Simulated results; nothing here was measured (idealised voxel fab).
Title: Process Module voxel trench capacitor
Cross-sectional view cut (width: 255 nm; square cell size: 5 nm).
A cross-section in this document is a grid of square cells, and it is written down as bands, the top band listed before the ones below it; a band is made up of one or more rows of cells.
In this notation a band is specified by the heights of its top and bottom, in that order and in nm, after which its materials appear from left to right, each paired with its width in nm. The word "full width" attached to a single material means that material fills the band from edge to edge; the word "blank" stands for empty space.
Height is counted from the level 0, under which the received wafer is composed throughout of one material. The lowest of the bands is not closed at the bottom but continues downward, in the notation "0 nm and below".
You'd read "30->40" like this: the band's top row of cells is as wide as the first number, its bottom row is as wide as the second, and going down, every row changes width by the same amount as the row before did.
When a step is marked "remains unaltered", none of the cells in the cross-section changed during that step.
Under "Encapsulated voids" you'll find the enclosed gaps, the ones with no way out to the top, that are 8 cells or bigger; each reads width x height at distance, with distance counted from the left edge, everything in nm.
Note: text after step settings on the step line = simulator remark on that step.
A step's line can hold "overlay nm"; with a mask on that step, the setting says how far right of the planned place the mask lay, while a negative setting says it lay to the left.

### So here's the lineup of process steps we planned
1,RECEIVE: material Si
2,CONFORMAL_DEP: material SiN, thk nm 5
3,PATTERN: tone open, mask id TRENCH, material resist, width nm 25, pitch nm 40, thk nm 20, overlay nm 0
4,DIRECTIONAL_ETCH: etch materials SiN, depth nm 5
5,DIRECTIONAL_ETCH: etch materials Si, depth nm 30
6,STRIP: etch materials resist
7,CONFORMAL_DEP: material HfO2, thk nm 5
8,CONFORMAL_DEP: material TiN, thk nm 5
9,FILL_DEP: material W, thk nm 5
10,CMP: height nm 5
Heads up: all these wafers start the same, and what changes between them is the thk nm in step 8. The value you see in the plan is just what the first wafer got.

### Cross-section of the first incoming wafer of several, state after step 1
> 0 nm and below: Si full width
> Encapsulated voids: none

### What follows is a table in which each wafer occupies a row; for the wafer as it stands at the close of the module, the row states, material by material, how many cells have been gained (+) or lost (-) since receipt, and then gives its closed voids
thk nm 5; +34 HfO2; -60 Si; +41 SiN; +26 TiN; +10 W; Encapsulated voids: none
thk nm 10; +34 HfO2; -60 Si; +41 SiN; +36 TiN; Encapsulated voids: none
thk nm 15; +34 HfO2; -60 Si; +41 SiN; +36 TiN; Encapsulated voids: none
thk nm 20; +34 HfO2; -60 Si; +41 SiN; +36 TiN; Encapsulated voids: none
